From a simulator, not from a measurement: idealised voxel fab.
Herein follows the process module entitled voxel gate over fins.
The width of the displayed cross-section, cut, is 255 nm; its cells are square, with a size of 5 nm.
How to read a cross-section here: the picture is a grid of square cells, written as bands going from the top down, and any band can span one or more rows of cells.
First you get the band's top height and its bottom height, in nm, and then the materials it's made of, left to right, with each width in nm. If you see a single material with "all across", that one covers the band edge to edge. "air" is empty space.
The level at which height equals 0 is the one under which the wafer, as it arrives, is entirely one material. No lower edge exists for the bottom band, which continues downward and is notated as in "from 0 down".
The two numbers in a width such as "30 to 40" mark its ends across the band: the first belongs to the top row of cells, the second to the bottom row, and from each row to the next the width moves by the same amount.
"nothing was modified" means the step left every cell of the cross-section as it was.
The entry "Internal closed voids" lists the empty spaces that cover at least 8 cells and have no open path to the top. Each is written as width x height at distance, where the distance is measured from the left edge and all three values are in nm.
The remark found on a step's line after its settings is issued by the simulator itself and pertains to that step.
A step line may carry the setting "overlay nm", which, for steps involving a mask, states the distance by which the mask lay to the right of its intended position; negative values denote displacement to the left.

List of planned process steps
1. RECEIVE [material Si]
2. CONFORMAL_DEP [material SiN] [thk nm 5]
3. DIRECTIONAL_DEP [material aC] [thk nm 10]
4. PATTERN [tone cover] [mask id FINS] [material resist] [width nm 15] [pitch nm 50] [thk nm 25] [overlay nm 0]
5. DIRECTIONAL_ETCH [etch materials aC] [depth nm 10]
6. STRIP [etch materials resist]
7. DIRECTIONAL_ETCH [etch materials SiN] [depth nm 5]
8. DIRECTIONAL_ETCH [etch materials Si] [depth nm 30]
9. STRIP [etch materials aC]
10. FILL_DEP [material SiO2] [thk nm 15]
11. CMP [height nm 5]
12. MASKED_ETCH [tone open] [mask id RAIL] [width nm 15] [etch materials SiO2] [depth nm 30] [overlay nm 0]
13. CONFORMAL_DEP [material TiN] [thk nm 5]
14. FILL_DEP [material W] [thk nm 10]
15. CMP [height nm 5]
16. SELECTIVE_ETCH [etch materials W Ru TiN] [depth nm 25]
17. FILL_DEP [material SiO2] [thk nm 5]
18. CMP [height nm 5]
19. SELECTIVE_ETCH [etch materials SiO2] [depth nm 15]
20. STRIP [etch materials SiN]
21. CONFORMAL_DEP [material HfO2] [thk nm 5]
22. CONFORMAL_DEP [material TiN] [thk nm 5]
23. CONFORMAL_DEP [material TiAl] [thk nm 5]
24. CONFORMAL_DEP [material TiN] [thk nm 5]
25. FILL_DEP [material W] [thk nm 15]
26. CMP [height nm 30]
27. CONFORMAL_DEP [material SiN] [thk nm 5]

Wafer as received: cross-section following step 1
  from 0 down: Si all across
  Internal closed voids: none

The first of the two wafers as seen in cross-section once the module was finished; processing followed the plan
  from 35 to 30: SiN all across
  from 30 to 20: W all across
  from 20 to 15: W=50 / TiN=155 / W=50
  from 15 to 10: W=50 / TiN=5 / TiAl=45 / TiN=5 / TiAl=45 / TiN=5 / TiAl=45 / TiN=5 / W=50
  from 10 to 5: TiN=55 / TiAl=5 / TiN=35 / TiAl=5 / TiN=5 / TiAl=5 / TiN=35 / TiAl=5 / TiN=5 / TiAl=5 / TiN=35 / TiAl=5 / TiN=55
  from 5 to 0: TiAl=60 / TiN=5 / HfO2=25 / TiN=5 / TiAl=15 / TiN=5 / HfO2=25 / TiN=5 / TiAl=15 / TiN=5 / HfO2=25 / TiN=5 / TiAl=60
  from 0 to -5: TiN=65 / HfO2=5 / Si=15 / HfO2=5 / TiN=25 / HfO2=5 / Si=15 / HfO2=5 / TiN=25 / HfO2=5 / Si=15 / HfO2=5 / TiN=65
  from -5 to -10: HfO2=70 / Si=15 / HfO2=35 / Si=15 / HfO2=35 / Si=15 / HfO2=70
  from -10 to -20: SiO2=70 / Si=15 / SiO2=35 / Si=15 / SiO2=35 / Si=15 / SiO2=70
  from -20 to -25: SiO2=70 / Si=15 / SiO2=10 / TiN=15 / SiO2=10 / Si=15 / SiO2=35 / Si=15 / SiO2=70
  from -25 to -30: SiO2=70 / Si=15 / SiO2=35 / Si=15 / SiO2=35 / Si=15 / SiO2=70
  from -30 down: Si all across
  Internal closed voids: none

Cross-section of the latter of the two wafers at module completion. It had an identical start and an identical plan to the former; in running it, one mistake was made
  from 35 to 30: SiN all across
  from 30 to 15: W all across
  from 15 to 10: W=55 / TiN=45 / W=5 / TiN=45 / W=5 / TiN=45 / W=55
  from 10 to 5: W=55 / TiN=5 / TiAl=35 / TiN=5 / W=5 / TiN=5 / TiAl=35 / TiN=5 / W=5 / TiN=5 / TiAl=35 / TiN=5 / W=55
  from 5 to 0: TiN=60 / TiAl=5 / TiN=25 / TiAl=5 / TiN=15 / TiAl=5 / TiN=25 / TiAl=5 / TiN=15 / TiAl=5 / TiN=25 / TiAl=5 / TiN=60
  from 0 to -5: TiAl=65 / TiN=5 / Si=15 / TiN=5 / TiAl=25 / TiN=5 / Si=15 / TiN=5 / TiAl=25 / TiN=5 / Si=15 / TiN=5 / TiAl=65
  from -5 to -10: TiN=70 / Si=15 / TiN=35 / Si=15 / TiN=35 / Si=15 / TiN=70
  from -10 to -20: SiO2=70 / Si=15 / SiO2=35 / Si=15 / SiO2=35 / Si=15 / SiO2=70
  from -20 to -25: SiO2=70 / Si=15 / SiO2=10 / TiN=15 / SiO2=10 / Si=15 / SiO2=35 / Si=15 / SiO2=70
  from -25 to -30: SiO2=70 / Si=15 / SiO2=35 / Si=15 / SiO2=35 / Si=15 / SiO2=70
  from -30 down: Si all across
  Internal closed voids: none
Misprocessing identified: step 21 of the plan never got run, it was skipped over
Final cells, second wafer relative to first, materials higher or lower: HfO2: 63 fewer | TiN: 4 more | W: 59 more
